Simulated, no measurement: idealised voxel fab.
Proc. module: voxel ribs on slabs
The cross-section shown here is cut; it is 270 nm wide and divided into square cells measuring 5 nm on a side.
Cross-section spec: square-cell grid; bands listed top down; each band is one or more rows.
For a band, the entry starts with two heights in nm, that of the top and then that of the bottom, and carries on with the band's materials in order from left to right, each alongside its width in nm; the word "edge to edge" beside a single material means it fills the band edge to edge, and "empty" means empty space.
All heights in this document are referenced to 0, defined as the level beneath which the wafer, as received, consists entirely of one material. The lowest band is not bounded below; it extends indefinitely downward and is written in the form "top 0, no bottom".
It should be noted that a width expressed as "30 to 40" varies in equal increments from row to row of cells within the band, taking the value of the first number at the top row and that of the second number at the bottom row.
Basically "changes: none" means that step didn't change any cell in the cross-section.
Entry "closed voids". Content: empty spaces with no open connection to the top, size 8 cells or greater. Each: width x height at distance. Distance: from left edge. Unit: nm.
Heads up: the bit after the settings on a step's line is the simulator's remark on that step.
overlay nm: where the mask lay relative to plan, measured to the right, on steps with a mask; negatives go left.
PLANNED PROCESS STEPS
1) RECEIVE [material Si]
2) DIRECTIONAL_DEP [material SiO2] [thk nm 20]
3) DIRECTIONAL_DEP [material polySi] [thk nm 15]
4) MASKED_ETCH [tone cover] [mask id RIB] [width nm 20] [etch materials polySi] [depth nm 5] [overlay nm 0]
5) DIRECTIONAL_DEP [material aC] [thk nm 10]
6) PATTERN [tone cover] [mask id SLAB] [material resist] [width nm 50] [thk nm 25] [overlay nm 0]
7) DIRECTIONAL_ETCH [etch materials aC] [depth nm 10]
8) STRIP [etch materials resist]
9) DIRECTIONAL_ETCH [etch materials polySi] [depth nm 10]
10) STRIP [etch materials aC]
11) FILL_DEP [material SiO2] [thk nm 25]
12) CMP [height nm 50]
13) DIRECTIONAL_DEP [material W] [thk nm 5]
14) DIRECTIONAL_DEP [material aC] [thk nm 10]
15) PATTERN [tone cover] [mask id HEATER] [material resist] [width nm 30] [thk nm 30] [overlay nm 0]
16) DIRECTIONAL_ETCH [etch materials aC] [depth nm 10]
17) STRIP [etch materials resist]
18) DIRECTIONAL_ETCH [etch materials W] [depth nm 5]
19) STRIP [etch materials aC]
20) CONFORMAL_DEP [material SiN] [thk nm 10]
DELIVERED WAFER IN CROSS-SECTION: STATE AFTER STEP 1
> top 0, no bottom = Si edge to edge
> closed voids: none
HERE'S THE WAFER CUT IN CROSS-SECTION AFTER THE MODULE, STARTED AND PLANNED JUST LIKE ABOVE, EXCEPT ONE THING WAS DONE WRONG IN THE RUN
> top 55, bottom 50 = empty: 120, W: 30, empty: 120
> top 50, bottom 35 = SiO2 edge to edge
> top 35, bottom 30 = SiO2: 125, polySi: 20, SiO2: 125
> top 30, bottom 20 = SiO2: 110, polySi: 50, SiO2: 110
> top 20, bottom 0 = SiO2 edge to edge
> top 0, no bottom = Si edge to edge
> closed voids: none
Plan not followed: plan step 20: skipped, not run
